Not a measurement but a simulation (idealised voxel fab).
Process module under the name voxel released beams
Each square cell in cross-section cut measures 5 nm, and the section as a whole is 260 nm wide.
Square cells in a grid make up a cross-section in this document, and the grid is given as bands, listed from the top down, each one or more rows of cells. For a band, the entry starts with two heights in nm, that of the top and then that of the bottom, and carries on with the band's materials in order from left to right, each alongside its width in nm; the word "everywhere" beside a single material means it fills the band edge to edge, and "empty" means empty space. Height reference: 0 = level under which incoming wafer is all one material. Lowest band: no bottom, runs on downward, e.g. "0 down". Width: "30..40" (first number = top row, second number = bottom row, same change from row to row of cells). The cross-section has no changed cell in any step marked "no modification". Closed internal cavities: empty space of 8 cells or more with no open way to the top, each as width x height at its distance from the left edge, in nm. Note: text after step settings on the step line = simulator remark on that step. overlay nm: for a step with a mask, the amount by which the mask lay right of where it was planned; a negative amount means left of it.

### Below is the list of planned process steps
- 1: RECEIVE with material Si
- 2: CONFORMAL_DEP with material SiN, thk nm 10
- 3: DIRECTIONAL_DEP with material SiO2, thk nm 10
- 4: MASKED_ETCH with tone open, mask id ANCHOR, width nm 40, etch materials SiO2, depth nm 10, overlay nm 0
- 5: CONFORMAL_DEP with material TiN, thk nm 15
- 6: DIRECTIONAL_DEP with material aC, thk nm 15
- 7: PATTERN with tone cover, mask id BEAM, material resist, width nm 110, thk nm 30, overlay nm 0
- 8: DIRECTIONAL_ETCH with etch materials aC, depth nm 15
- 9: STRIP with etch materials resist
- 10: DIRECTIONAL_ETCH with etch materials TiN, depth nm 15
- 11: STRIP with etch materials aC
- 12: STRIP with etch materials SiO2

### Step 1 complete: cross-section of the wafer as received
0 down: Si everywhere
Closed internal cavities: none

### Module complete, cross-section. Starting point and plan per above. One mistake made in running the module
50 to 40: 90 SiN, then 10 empty, then 160 SiN
40 to 35: SiN everywhere
35 to 25: 90 TiN, then 10 SiN, then 160 TiN
25 to 20: TiN everywhere
20 to 10: 75 SiO2, then 40 TiN, then 145 SiO2
10 to 0: SiN everywhere
0 down: Si everywhere
Closed internal cavities: none
Finding, execution versus plan: not per plan at step 6, really ran DIRECTIONAL_DEP with material SiN, thk nm 15
